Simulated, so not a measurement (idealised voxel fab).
process module | voxel air gaps
cross-section cut | 225 nm wide | cells 5 nm
A cross-section is a grid of square cells, given in bands from the top down. A band is one or more rows of cells.
Each band's line starts with the height of the band's top and of its bottom, in nm. Then come its materials from left to right, each with its width in nm. One material with "throughout" fills the band from edge to edge. "air" is empty space.
Height 0 is the level under which the wafer as received is all one material. The lowest band goes on downwards, as in "0 down".
A width such as "30 to 40" changes by the same amount from each row of cells to the next, from the band's top row to its bottom row.
"no change" after a step means that no cell of the cross-section changed.
closed voids: empty space of 8 cells or more with no open way to the top, each as width x height at its distance from the left edge, in nm
after a step's settings: what the simulator itself notes on the step
overlay nm, on a step with a mask: how far to the right of its planned place the mask lay; to the left if negative
plan
1 op RECEIVE | material Si
2 op CONFORMAL_DEP | material SiO2 | thk nm 10
3 op CONFORMAL_DEP | material SiCN | thk nm 5
4 op DIRECTIONAL_DEP | material SiO2 | thk nm 40
5 op PATTERN | tone open | mask id LINES | material resist | width nm 20 | pitch nm 45 | thk nm 15 | overlay nm 0
6 op DIRECTIONAL_ETCH | etch materials SiO2 | depth nm 40
7 op STRIP | etch materials resist
8 op CONFORMAL_DEP | material TiN | thk nm 5
9 op FILL_DEP | material W | thk nm 10
10 op CMP | height nm 55
11 op EPI | material Ru | thk nm 10
12 op SELECTIVE_ETCH | etch materials SiO2 | depth nm 50
13 op CONFORMAL_DEP | material SiCN | thk nm 5
as received, after step 1
  0 down: Si throughout
  closed voids: none
a wafer at the end: this start, this plan, one mistake
  85 to 80: SiCN throughout
  80 to 70: Ru throughout
  70 to 60: W throughout
  60 to 55: TiN 60 | W 10 | TiN 35 | W 10 | TiN 35 | W 10 | TiN 65
  55 to 20: SiO2 55 | TiN 5 | W 10 | TiN 5 | SiO2 25 | TiN 5 | W 10 | TiN 5 | SiO2 25 | TiN 5 | W 10 | TiN 5 | SiO2 60
  20 to 15: SiO2 55 | TiN 20 | SiO2 25 | TiN 20 | SiO2 25 | TiN 20 | SiO2 60
  15 to 10: SiCN throughout
  10 to 0: SiO2 throughout
  0 down: Si throughout
  closed voids: none
what went wrong: step 10 was left out
